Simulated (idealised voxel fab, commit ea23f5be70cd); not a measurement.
Herein follows the process module entitled voxel wiring stack.
In the cross-section labelled cut, the width is 260 nm and each square cell is 5 nm.
Notation: cross-section as square-cell grid; stated in bands, top first, going down; one or more cell rows per band.
What a band's entry tells you: where the top is and where the bottom is, as heights in nm, and after that what lies inside, material by material from left to right, each with its width in nm. Empty space is written as the word "air", and a single material marked with the word "edge to edge" occupies the band from edge to edge.
Note: height 0 marks the level under which the wafer is uniformly one material as received. Lowest band unbounded below, written "0 nm and below".
Note: "30 to 40" means the width goes from the first number (top row of the band) to the second number (bottom row) in equal steps per row of cells.
"nothing was modified" means the step left every cell of the cross-section as it was.
"Sealed voids" lists enclosed empty spaces (at least 8 cells, no open path upward to the top), each as width x height at distance from the left edge, in nm.
Anything after a step's settings on that line? It's the simulator's own note about the step.
A step line may carry the setting "overlay nm", which, for steps involving a mask, states the distance by which the mask lay to the right of its intended position; negative values denote displacement to the left.
# Set out below are the planned steps of the process
- 1: RECEIVE | material Si
- 2: CONFORMAL_DEP | material SiO2 | thk nm 10
- 3: CONFORMAL_DEP | material SiCN | thk nm 5
- 4: DIRECTIONAL_DEP | material lowk | thk nm 20
- 5: PATTERN | tone open | mask id METAL_1 | material resist | width nm 30 | pitch nm 55 | thk nm 15 | overlay nm 0
- 6: DIRECTIONAL_ETCH | etch materials lowk | depth nm 20
- 7: DIRECTIONAL_ETCH | etch materials SiCN | depth nm 5
- 8: STRIP | etch materials resist
- 9: CONFORMAL_DEP | material TiN | thk nm 5
- 10: FILL_DEP | material W | thk nm 5
- 11: CMP | height nm 35
- 12: CONFORMAL_DEP | material SiCN | thk nm 5
- 13: DIRECTIONAL_DEP | material SiO2 | thk nm 30
- 14: PATTERN | tone open | mask id METAL_2 | material resist | width nm 30 | pitch nm 55 | thk nm 15 | overlay nm 0
- 15: DIRECTIONAL_ETCH | etch materials SiO2 | depth nm 15
- 16: STRIP | etch materials resist
- 17: DIRECTIONAL_DEP | material aC | thk nm 15
- 18: PATTERN | tone open | mask id METAL_2_HOLES | material resist | width nm 15 | pitch nm 110 | thk nm 30 | overlay nm 0
- 19: DIRECTIONAL_ETCH | etch materials aC | depth nm 15
- 20: STRIP | etch materials resist
- 21: DIRECTIONAL_ETCH | etch materials SiO2 | depth nm 15
- 22: DIRECTIONAL_ETCH | etch materials SiCN | depth nm 5
- 23: STRIP | etch materials aC
- 24: CONFORMAL_DEP | material TiN | thk nm 5
- 25: FILL_DEP | material Ru | thk nm 5
- 26: CMP | height nm 70
- 27: CONFORMAL_DEP | material SiCN | thk nm 5
# This is the cross-section of the wafer as we received it, i.e. after step 1
0 nm and below | Si edge to edge
Sealed voids: none
# End-of-module XS, first of two wafers, run as planned
75 nm to 70 nm | SiCN edge to edge
70 nm to 60 nm | SiO2 60 nm, TiN 5 nm, Ru 20 nm, TiN 5 nm, SiO2 25 nm, TiN 5 nm, Ru 20 nm, TiN 5 nm, SiO2 25 nm, TiN 5 nm, Ru 20 nm, TiN 5 nm, SiO2 60 nm
60 nm to 55 nm | SiO2 60 nm, TiN 5 nm, Ru 5 nm, TiN 20 nm, SiO2 25 nm, TiN 30 nm, SiO2 25 nm, TiN 5 nm, Ru 5 nm, TiN 20 nm, SiO2 60 nm
55 nm to 40 nm | SiO2 60 nm, TiN 5 nm, Ru 5 nm, TiN 5 nm, SiO2 95 nm, TiN 5 nm, Ru 5 nm, TiN 5 nm, SiO2 75 nm
40 nm to 35 nm | SiCN 60 nm, TiN 15 nm, SiCN 95 nm, TiN 15 nm, SiCN 75 nm
35 nm to 15 nm | lowk 60 nm, TiN 5 nm, W 20 nm, TiN 5 nm, lowk 25 nm, TiN 5 nm, W 20 nm, TiN 5 nm, lowk 25 nm, TiN 5 nm, W 20 nm, TiN 5 nm, lowk 60 nm
15 nm to 10 nm | SiCN 60 nm, TiN 30 nm, SiCN 25 nm, TiN 30 nm, SiCN 25 nm, TiN 30 nm, SiCN 60 nm
10 nm to 0 nm | SiO2 edge to edge
0 nm and below | Si edge to edge
Sealed voids: none
# Cross-section, wafer two of two, end of module: same start and plan as wafer one, one error in execution
75 nm to 70 nm | SiCN edge to edge
70 nm to 60 nm | SiO2 60 nm, TiN 5 nm, Ru 15 nm, TiN 5 nm, SiO2 35 nm, TiN 5 nm, Ru 10 nm, TiN 5 nm, SiO2 30 nm, TiN 5 nm, Ru 15 nm, TiN 5 nm, SiO2 65 nm
60 nm to 55 nm | SiO2 60 nm, TiN 25 nm, SiO2 35 nm, TiN 20 nm, SiO2 30 nm, TiN 25 nm, SiO2 65 nm
55 nm to 40 nm | SiO2 65 nm, TiN 10 nm, SiO2 100 nm, TiN 10 nm, SiO2 75 nm
40 nm to 35 nm | SiCN 65 nm, TiN 10 nm, SiCN 100 nm, TiN 10 nm, SiCN 75 nm
35 nm to 15 nm | lowk 60 nm, TiN 5 nm, W 20 nm, TiN 5 nm, lowk 25 nm, TiN 5 nm, W 20 nm, TiN 5 nm, lowk 25 nm, TiN 5 nm, W 20 nm, TiN 5 nm, lowk 60 nm
15 nm to 10 nm | SiCN 60 nm, TiN 30 nm, SiCN 25 nm, TiN 30 nm, SiCN 25 nm, TiN 30 nm, SiCN 60 nm
10 nm to 0 nm | SiO2 edge to edge
0 nm and below | Si edge to edge
Sealed voids: none
Error vs. plan: step 14 off recipe, ran as PATTERN | tone open | mask id METAL_2 | material resist | width nm 20 | pitch nm 55 | thk nm 15 | overlay nm 0
Bottom line after processing is that, in cells, the second wafer is up or down on some materials versus the first: Ru: 16 fewer; SiCN: 2 more; SiO2: 18 more; TiN: 4 fewer
